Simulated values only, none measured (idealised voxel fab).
process module | voxel self aligned vias
cross-section cut | 225 nm wide | cells 5 nm
A cross-section is a grid of square cells, given in bands from the top down. A band is one or more rows of cells.
Each band's line starts with the height of the band's top and of its bottom, in nm. Then come its materials from left to right, each with its width in nm. One material with "throughout" fills the band from edge to edge. "air" is empty space.
Height 0 is the level under which the wafer as received is all one material. The lowest band goes on downwards, as in "0 down".
A width such as "30 to 40" changes by the same amount from each row of cells to the next, from the band's top row to its bottom row.
"no change" after a step means that no cell of the cross-section changed.
closed voids: empty space of 8 cells or more with no open way to the top, each as width x height at its distance from the left edge, in nm
after a step's settings: what the simulator itself notes on the step
overlay nm, on a step with a mask: how far to the right of its planned place the mask lay; to the left if negative
plan
1 op RECEIVE | material Si
2 op CONFORMAL_DEP | material SiO2 | thk nm 15
3 op CONFORMAL_DEP | material SiCN | thk nm 5
4 op DIRECTIONAL_DEP | material SiO2 | thk nm 30
5 op DIRECTIONAL_DEP | material aC | thk nm 15
6 op PATTERN | tone open | mask id LINES | material resist | width nm 15 | pitch nm 55 | thk nm 30 | overlay nm 0
7 op DIRECTIONAL_ETCH | etch materials aC | depth nm 15
8 op STRIP | etch materials resist
9 op DIRECTIONAL_ETCH | etch materials SiO2 | depth nm 30
10 op STRIP | etch materials aC
11 op CONFORMAL_DEP | material TiN | thk nm 5
12 op FILL_DEP | material Ru | thk nm 5
13 op CMP | height nm 50
14 op SELECTIVE_ETCH | etch materials W Ru TiN | depth nm 5
15 op FILL_DEP | material SiN | thk nm 10
16 op CMP | height nm 50
17 op DIRECTIONAL_DEP | material SiO2 | thk nm 15
18 op PATTERN | tone open | mask id VIAS | material resist | width nm 40 | pitch nm 55 | thk nm 15 | overlay nm 0
19 op DIRECTIONAL_ETCH | etch materials SiO2 | depth nm 15
20 op DIRECTIONAL_ETCH | etch materials SiN | depth nm 5
21 op STRIP | etch materials resist
22 op CONFORMAL_DEP | material TiN | thk nm 5
23 op FILL_DEP | material Cu | thk nm 5
24 op CMP | height nm 65
25 op CONFORMAL_DEP | material SiN | thk nm 5
varied across the wafers: width nm of step 6. The plan shows the first wafer's value. All wafers start alike
first wafer as received, after step 1
  0 down: Si throughout
  closed voids: none
first wafer at the end, after step 25
  70 to 65: SiN throughout
  65 to 55: SiO2 65 | TiN 5 | Cu 30 | TiN 5 | SiO2 15 | TiN 5 | Cu 30 | TiN 5 | SiO2 65
  55 to 50: SiO2 65 | TiN 20 | Cu 5 | TiN 15 | SiO2 15 | TiN 20 | Cu 5 | TiN 15 | SiO2 65
  50 to 45: SiO2 80 | TiN 15 | SiO2 40 | TiN 15 | SiO2 75
  45 to 25: SiO2 80 | TiN 5 | Ru 5 | TiN 5 | SiO2 40 | TiN 5 | Ru 5 | TiN 5 | SiO2 75
  25 to 20: SiO2 80 | TiN 15 | SiO2 40 | TiN 15 | SiO2 75
  20 to 15: SiCN throughout
  15 to 0: SiO2 throughout
  0 down: Si throughout
  closed voids: none
last wafer at the end
  70 to 65: SiN throughout
  65 to 55: SiO2 65 | TiN 5 | Cu 30 | TiN 5 | SiO2 15 | TiN 5 | Cu 30 | TiN 5 | SiO2 65
  55 to 50: SiO2 65 | TiN 10 | Cu 25 | TiN 5 | SiO2 15 | TiN 10 | Cu 25 | TiN 5 | SiO2 65
  50 to 45: SiO2 70 | TiN 35 | SiO2 20 | TiN 35 | SiO2 65
  45 to 25: SiO2 70 | TiN 5 | Ru 25 | TiN 5 | SiO2 20 | TiN 5 | Ru 25 | TiN 5 | SiO2 65
  25 to 20: SiO2 70 | TiN 35 | SiO2 20 | TiN 35 | SiO2 65
  20 to 15: SiCN throughout
  15 to 0: SiO2 throughout
  0 down: Si throughout
  closed voids: none
each wafer at the end: cells of each material gained (+) or lost (-) since it was received, then its closed voids
width nm 15 | +26 Cu | +8 Ru | +45 SiCN | +45 SiN | +456 SiO2 | +50 TiN | closed voids: none
width nm 20 | +28 Cu | +16 Ru | +45 SiCN | +45 SiN | +444 SiO2 | +52 TiN | closed voids: none
width nm 25 | +30 Cu | +24 Ru | +45 SiCN | +45 SiN | +432 SiO2 | +54 TiN | closed voids: none
width nm 30 | +32 Cu | +32 Ru | +45 SiCN | +45 SiN | +420 SiO2 | +56 TiN | closed voids: none
width nm 35 | +34 Cu | +40 Ru | +45 SiCN | +45 SiN | +408 SiO2 | +58 TiN | closed voids: none
